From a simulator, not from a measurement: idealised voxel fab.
process module | voxel transistor to metal
cross-section cut | 285 nm wide | cells 5 nm
A cross-section is a grid of square cells, given in bands from the top down. A band is one or more rows of cells.
Each band's line starts with the height of the band's top and of its bottom, in nm. Then come its materials from left to right, each with its width in nm. One material with "throughout" fills the band from edge to edge. "air" is empty space.
Height 0 is the level under which the wafer as received is all one material. The lowest band goes on downwards, as in "0 down".
A width such as "30 to 40" changes by the same amount from each row of cells to the next, from the band's top row to its bottom row.
"no change" after a step means that no cell of the cross-section changed.
closed voids: empty space of 8 cells or more with no open way to the top, each as width x height at its distance from the left edge, in nm
after a step's settings: what the simulator itself notes on the step
overlay nm, on a step with a mask: how far to the right of its planned place the mask lay; to the left if negative
plan
1 op RECEIVE | material Si
2 op CONFORMAL_DEP | material SiO2 | thk nm 5
3 op CONFORMAL_DEP | material SiN | thk nm 10
4 op PATTERN | tone cover | mask id ACTIVE | material resist | width nm 115 | pitch nm 140 | thk nm 15 | overlay nm 0
5 op DIRECTIONAL_ETCH | etch materials SiN | depth nm 10
6 op DIRECTIONAL_ETCH | etch materials SiO2 | depth nm 5
7 op DIRECTIONAL_ETCH | etch materials Si | depth nm 25
8 op STRIP | etch materials resist
9 op OXIDIZE | depth nm 5
10 op FILL_DEP | material SiO2 | thk nm 5
11 op CMP | height nm 15
12 op SELECTIVE_ETCH | etch materials SiO2 | depth nm 5
13 op STRIP | etch materials SiN
14 op SELECTIVE_ETCH | etch materials SiO2 | depth nm 5
15 op OXIDIZE | depth nm 5
16 op DIRECTIONAL_DEP | material polySi | thk nm 25
17 op DIRECTIONAL_DEP | material SiCN | thk nm 10
18 op PATTERN | tone cover | mask id GATE | material resist | width nm 25 | pitch nm 140 | thk nm 20 | overlay nm 0
19 op DIRECTIONAL_ETCH | etch materials SiCN | depth nm 20
20 op DIRECTIONAL_ETCH | etch materials polySi | depth nm 35
21 op STRIP | etch materials resist
22 op CONFORMAL_DEP | material SiO2 | thk nm 5
23 op DIRECTIONAL_ETCH | etch materials SiO2 | depth nm 5
24 op CONFORMAL_DEP | material SiN | thk nm 10
25 op DIRECTIONAL_ETCH | etch materials SiN | depth nm 10
26 op DIRECTIONAL_ETCH | etch materials SiO2 | depth nm 5
27 op DIRECTIONAL_ETCH | etch materials Si | depth nm 5
28 op EPI | material nSi | thk nm 5
29 op FILL_DEP | material SiO2 | thk nm 5
30 op CMP | height nm 35
31 op DIRECTIONAL_DEP | material SiO2 | thk nm 10
32 op DIRECTIONAL_DEP | material aC | thk nm 10
33 op PATTERN | tone open | mask id CONTACT | material resist | width nm 35 | pitch nm 70 | thk nm 30 | overlay nm 0
34 op DIRECTIONAL_ETCH | etch materials aC | depth nm 10
35 op STRIP | etch materials resist
36 op DIRECTIONAL_ETCH | etch materials SiO2 | depth nm 50
37 op STRIP | etch materials aC
38 op CONFORMAL_DEP | material TiN | thk nm 5
39 op FILL_DEP | material W | thk nm 5
40 op CMP | height nm 45
41 op DIRECTIONAL_DEP | material TiN | thk nm 5
42 op DIRECTIONAL_DEP | material W | thk nm 25
43 op PATTERN | tone cover | mask id METAL_1 | material resist | width nm 20 | thk nm 15 | overlay nm 0
44 op DIRECTIONAL_ETCH | etch materials W | depth nm 25
45 op DIRECTIONAL_ETCH | etch materials TiN | depth nm 5
46 op STRIP | etch materials resist
47 op CONFORMAL_DEP | material SiN | thk nm 5
48 op FILL_DEP | material SiO2 | thk nm 10
49 op CMP | height nm 75
50 op CONFORMAL_DEP | material SiCN | thk nm 5
as received, after step 1
  0 down: Si throughout
  closed voids: none
a wafer at the end: this start, this plan, one mistake
  80 to 75: SiCN throughout
  75 to 50: SiO2 15 | SiN 5 | W 20 | SiN 5 | SiO2 55 | SiN 5 | W 20 | SiN 5 | SiO2 25 | SiN 5 | W 20 | SiN 5 | SiO2 55 | SiN 5 | W 20 | SiN 5 | SiO2 15
  50 to 45: SiN 20 | TiN 20 | SiN 65 | TiN 20 | SiN 35 | TiN 20 | SiN 65 | TiN 20 | SiN 20
  45 to 35: SiCN throughout
  35 to 25: SiO2 45 | SiN 10 | SiO2 5 | SiCN 25 | SiO2 5 | SiN 10 | SiO2 85 | SiN 10 | SiO2 5 | SiCN 25 | SiO2 5 | SiN 10 | SiO2 45
  25 to 5: SiO2 45 | SiN 10 | SiO2 5 | polySi 25 | SiO2 5 | SiN 10 | SiO2 85 | SiN 10 | SiO2 5 | polySi 25 | SiO2 5 | SiN 10 | SiO2 45
  5 to 0: SiO2 15 | SiN 10 | SiO2 20 | SiN 10 | SiO2 5 | polySi 25 | SiO2 5 | SiN 10 | SiO2 20 | SiN 10 | SiO2 25 | SiN 10 | SiO2 20 | SiN 10 | SiO2 5 | polySi 25 | SiO2 5 | SiN 10 | SiO2 20 | SiN 10 | SiO2 15
  0 to -5: SiO2 25 | nSi 5 | SiO2 10 | nSi 5 | SiO2 55 | nSi 5 | SiO2 10 | nSi 5 | SiO2 45 | nSi 5 | SiO2 10 | nSi 5 | SiO2 55 | nSi 5 | SiO2 10 | nSi 5 | SiO2 25
  -5 to -10: SiO2 20 | Si 5 | nSi 20 | Si 55 | nSi 20 | Si 5 | SiO2 35 | Si 5 | nSi 20 | Si 55 | nSi 20 | Si 5 | SiO2 20
  -10 to -30: SiO2 20 | Si 105 | SiO2 35 | Si 105 | SiO2 20
  -30 down: Si throughout
  closed voids: none
what went wrong: step 31 ran as: op DIRECTIONAL_DEP | material SiCN | thk nm 10
